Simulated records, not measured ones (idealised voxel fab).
Process module heading - voxel self aligned vias
It is cross-section cut that appears here, measuring 245 nm in width, its square cells being 5 nm in size.
Throughout this document, each cross-section is represented as a grid of square cells and is presented as a sequence of bands enumerated from the top downward, where a band comprises one or more rows of cells. Band: top height; bottom height; in nm. Then, left to right: material with width in nm, for each material. "everywhere": a single material spanning edge to edge. "air": empty space. Note: height 0 marks the level under which the wafer is uniformly one material as received. Lowest band unbounded below, written "0 nm and below". Top row gets the first number, bottom row gets the second, and each row in between changes by the same step: that is how a band width like "30->40" works. "nothing altered", as given for a step, is the statement that not any cell of the cross-section underwent a change during that step. You'll see "Fully closed voids" listing empty spaces that have no way open to the top, as long as they're 8 cells or more; the notation is width x height at distance, where the distance is from the left edge, and all of it is in nm. Anything after a step's settings on that line? It's the simulator's own note about the step. On any step carrying a mask, the "overlay nm" setting, if present on the step's line, tells how far right of its planned place the mask lay; negative values point to the left.
[Steps planned for the process]
1) op RECEIVE | material Si
2) op CONFORMAL_DEP | material SiO2 | thk nm 15
3) op CONFORMAL_DEP | material SiCN | thk nm 5
4) op DIRECTIONAL_DEP | material lowk | thk nm 25
5) op DIRECTIONAL_DEP | material aC | thk nm 15
6) op PATTERN | tone open | mask id LINES | material resist | width nm 20 | pitch nm 70 | thk nm 30 | overlay nm 0
7) op DIRECTIONAL_ETCH | etch materials aC | depth nm 15
8) op STRIP | etch materials resist
9) op DIRECTIONAL_ETCH | etch materials lowk | depth nm 25
10) op STRIP | etch materials aC
11) op CONFORMAL_DEP | material TiN | thk nm 5
12) op FILL_DEP | material W | thk nm 10
13) op CMP | height nm 45
14) op SELECTIVE_ETCH | etch materials W Ru TiN | depth nm 10
15) op FILL_DEP | material SiN | thk nm 5
16) op CMP | height nm 45
17) op DIRECTIONAL_DEP | material lowk | thk nm 20
18) op DIRECTIONAL_DEP | material aC | thk nm 15
19) op PATTERN | tone open | mask id VIAS | material resist | width nm 40 | pitch nm 70 | thk nm 35 | overlay nm 0
20) op DIRECTIONAL_ETCH | etch materials aC | depth nm 15
21) op STRIP | etch materials resist
22) op DIRECTIONAL_ETCH | etch materials lowk | depth nm 20
23) op DIRECTIONAL_ETCH | etch materials SiN | depth nm 10
24) op STRIP | etch materials aC
25) op CONFORMAL_DEP | material TiN | thk nm 5
26) op FILL_DEP | material Cu | thk nm 5
27) op CMP | height nm 65
28) op CONFORMAL_DEP | material SiCN | thk nm 5
[Cross-section: wafer on arrival = after step 1]
* 0 nm and below | Si everywhere
* Fully closed voids: none
[Cross-section: first of two wafers, module finished, run according to plan]
* 70 nm to 65 nm | SiCN everywhere
* 65 nm to 50 nm | 30 lowk, then 5 TiN, then 30 Cu, then 5 TiN, then 30 lowk, then 5 TiN, then 30 Cu, then 5 TiN, then 30 lowk, then 5 TiN, then 30 Cu, then 5 TiN, then 35 lowk
* 50 nm to 40 nm | 30->40 lowk, then 15->5 TiN, then 10 Cu, then 15->5 TiN, then 30->50 lowk, then 15->5 TiN, then 10 Cu, then 15->5 TiN, then 30->50 lowk, then 15->5 TiN, then 10 Cu, then 15->5 TiN, then 35->45 lowk
* 40 nm to 35 nm | 40 lowk, then 20 TiN, then 50 lowk, then 20 TiN, then 50 lowk, then 20 TiN, then 45 lowk
* 35 nm to 25 nm | 40 lowk, then 5 TiN, then 10 W, then 5 TiN, then 50 lowk, then 5 TiN, then 10 W, then 5 TiN, then 50 lowk, then 5 TiN, then 10 W, then 5 TiN, then 45 lowk
* 25 nm to 20 nm | 40 lowk, then 20 TiN, then 50 lowk, then 20 TiN, then 50 lowk, then 20 TiN, then 45 lowk
* 20 nm to 15 nm | SiCN everywhere
* 15 nm to 0 nm | SiO2 everywhere
* 0 nm and below | Si everywhere
* Fully closed voids: none
[Second wafer of the two, sectioned at the end of the module. It began like the first and followed the same plan, but one mistake was made while running it]
* 70 nm to 65 nm | SiCN everywhere
* 65 nm to 40 nm | 30 lowk, then 5 TiN, then 30 Cu, then 5 TiN, then 30 lowk, then 5 TiN, then 30 Cu, then 5 TiN, then 30 lowk, then 5 TiN, then 30 Cu, then 5 TiN, then 35 lowk
* 40 nm to 35 nm | 30 lowk, then 40 TiN, then 30 lowk, then 40 TiN, then 30 lowk, then 40 TiN, then 35 lowk
* 35 nm to 25 nm | 30 lowk, then 15 TiN, then 10 W, then 15 TiN, then 30 lowk, then 15 TiN, then 10 W, then 15 TiN, then 30 lowk, then 15 TiN, then 10 W, then 15 TiN, then 35 lowk
* 25 nm to 20 nm | 40 lowk, then 20 TiN, then 50 lowk, then 20 TiN, then 50 lowk, then 20 TiN, then 45 lowk
* 20 nm to 15 nm | SiCN everywhere
* 15 nm to 0 nm | SiO2 everywhere
* 0 nm and below | Si everywhere
* Fully closed voids: none
So what did we get wrong on this run? it should be noted that step 22 of the plan was executed twice
Materials where the second wafer ends with more or fewer cells than the first: Cu: 24 more; TiN: 24 more; lowk: 48 fewer
